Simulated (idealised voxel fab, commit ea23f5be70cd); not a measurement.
process module | voxel gate over fins
cross-section cut | 250 nm wide | cells 5 nm
A cross-section is a grid of square cells, given in bands from the top down. A band is one or more rows of cells.
Each band's line starts with the height of the band's top and of its bottom, in nm. Then come its materials from left to right, each with its width in nm. One material with "throughout" fills the band from edge to edge. "air" is empty space.
Height 0 is the level under which the wafer as received is all one material. The lowest band goes on downwards, as in "0 down".
A width such as "30 to 40" changes by the same amount from each row of cells to the next, from the band's top row to its bottom row.
"no change" after a step means that no cell of the cross-section changed.
closed voids: empty space of 8 cells or more with no open way to the top, each as width x height at its distance from the left edge, in nm
after a step's settings: what the simulator itself notes on the step
overlay nm, on a step with a mask: how far to the right of its planned place the mask lay; to the left if negative
plan
1 op RECEIVE | material Si
2 op CONFORMAL_DEP | material SiN | thk nm 5
3 op MASKED_ETCH | tone cover | mask id FINS | width nm 15 | pitch nm 55 | etch materials SiN | depth nm 5 | overlay nm 0
4 op MASKED_ETCH | tone cover | mask id FINS | width nm 15 | pitch nm 55 | etch materials Si | depth nm 40 | overlay nm 0
5 op OXIDIZE | depth nm 5
6 op FILL_DEP | material SiO2 | thk nm 15
7 op CMP | height nm 5
8 op MASKED_ETCH | tone open | mask id RAIL | width nm 15 | etch materials SiO2 | depth nm 40 | overlay nm 0
9 op CONFORMAL_DEP | material TiN | thk nm 5
10 op FILL_DEP | material W | thk nm 10
11 op CMP | height nm 5
12 op SELECTIVE_ETCH | etch materials W Ru TiN | depth nm 30
13 op FILL_DEP | material SiO2 | thk nm 5
14 op CMP | height nm 5
15 op SELECTIVE_ETCH | etch materials SiO2 | depth nm 20
16 op STRIP | etch materials SiN
17 op CONFORMAL_DEP | material HfO2 | thk nm 5
18 op CONFORMAL_DEP | material TiN | thk nm 5
19 op FILL_DEP | material W | thk nm 10
20 op CMP | height nm 15
21 op CONFORMAL_DEP | material SiN | thk nm 5
as received, after step 1
  0 down: Si throughout
  closed voids: none
first wafer at the end, as planned
  20 to 15: SiN throughout
  15 to 10: W throughout
  10 to 5: W 30 | TiN 25 | W 30 | TiN 25 | W 30 | TiN 25 | W 30 | TiN 25 | W 30
  5 to 0: W 30 | TiN 5 | HfO2 15 | TiN 5 | W 30 | TiN 5 | HfO2 15 | TiN 5 | W 30 | TiN 5 | HfO2 15 | TiN 5 | W 30 | TiN 5 | HfO2 15 | TiN 5 | W 30
  0 to -5: W 30 | TiN 5 | HfO2 5 | Si 5 | HfO2 5 | TiN 5 | W 30 | TiN 5 | HfO2 5 | Si 5 | HfO2 5 | TiN 5 | W 30 | TiN 5 | HfO2 5 | Si 5 | HfO2 5 | TiN 5 | W 30 | TiN 5 | HfO2 5 | Si 5 | HfO2 5 | TiN 5 | W 30
  -5 to -10: TiN 35 | HfO2 5 | Si 5 | HfO2 5 | TiN 40 | HfO2 5 | Si 5 | HfO2 5 | TiN 40 | HfO2 5 | Si 5 | HfO2 5 | TiN 40 | HfO2 5 | Si 5 | HfO2 5 | TiN 35
  -10 to -15: HfO2 40 | Si 5 | HfO2 50 | Si 5 | HfO2 50 | Si 5 | HfO2 50 | Si 5 | HfO2 40
  -15 to -25: SiO2 40 | Si 5 | SiO2 50 | Si 5 | SiO2 50 | Si 5 | SiO2 50 | Si 5 | SiO2 40
  -25 to -30: SiO2 40 | Si 5 | SiO2 15 | TiN 5 | W 5 | TiN 5 | SiO2 20 | Si 5 | SiO2 50 | Si 5 | SiO2 50 | Si 5 | SiO2 40
  -30 to -35: SiO2 40 | Si 5 | SiO2 15 | TiN 15 | SiO2 20 | Si 5 | SiO2 50 | Si 5 | SiO2 50 | Si 5 | SiO2 40
  -35 to -45: SiO2 40 | Si 5 | SiO2 50 | Si 5 | SiO2 50 | Si 5 | SiO2 50 | Si 5 | SiO2 40
  -45 down: Si throughout
  closed voids: none
second wafer at the end: like start, like plan, one mistake
  20 to 15: SiN throughout
  15 to 10: W throughout
  10 to 5: W 30 | TiN 25 | W 30 | TiN 25 | W 30 | TiN 25 | W 30 | TiN 25 | W 30
  5 to 0: W 30 | TiN 5 | HfO2 15 | TiN 5 | W 30 | TiN 5 | HfO2 15 | TiN 5 | W 30 | TiN 5 | HfO2 15 | TiN 5 | W 30 | TiN 5 | HfO2 15 | TiN 5 | W 30
  0 to -5: W 30 | TiN 5 | HfO2 5 | Si 5 | HfO2 5 | TiN 5 | W 30 | TiN 5 | HfO2 5 | Si 5 | HfO2 5 | TiN 5 | W 30 | TiN 5 | HfO2 5 | Si 5 | HfO2 5 | TiN 5 | W 30 | TiN 5 | HfO2 5 | Si 5 | HfO2 5 | TiN 5 | W 30
  -5 to -10: TiN 35 | HfO2 5 | Si 5 | HfO2 5 | TiN 40 | HfO2 5 | Si 5 | HfO2 5 | TiN 40 | HfO2 5 | Si 5 | HfO2 5 | TiN 40 | HfO2 5 | Si 5 | HfO2 5 | TiN 35
  -10 to -15: HfO2 40 | Si 5 | HfO2 50 | Si 5 | HfO2 50 | Si 5 | HfO2 50 | Si 5 | HfO2 40
  -15 to -25: SiO2 40 | Si 5 | SiO2 50 | Si 5 | SiO2 50 | Si 5 | SiO2 50 | Si 5 | SiO2 40
  -25 to -30: SiO2 40 | Si 5 | SiO2 15 | TiN 5 | W 5 | TiN 5 | SiO2 20 | Si 5 | SiO2 50 | Si 5 | SiO2 50 | Si 5 | SiO2 40
  -30 to -35: SiO2 40 | Si 5 | SiO2 15 | TiN 15 | SiO2 20 | Si 5 | SiO2 50 | Si 5 | SiO2 50 | Si 5 | SiO2 40
  -35 to -40: SiO2 40 | Si 5 | SiO2 50 | Si 5 | SiO2 50 | Si 5 | SiO2 50 | Si 5 | SiO2 40
  -40 down: Si throughout
  closed voids: none
what went wrong: step 4 ran as: op MASKED_ETCH | tone cover | mask id FINS | width nm 15 | pitch nm 55 | etch materials Si | depth nm 35 | overlay nm 0
at the end the second wafer has, in cells: 46 more of Si | 46 fewer of SiO2
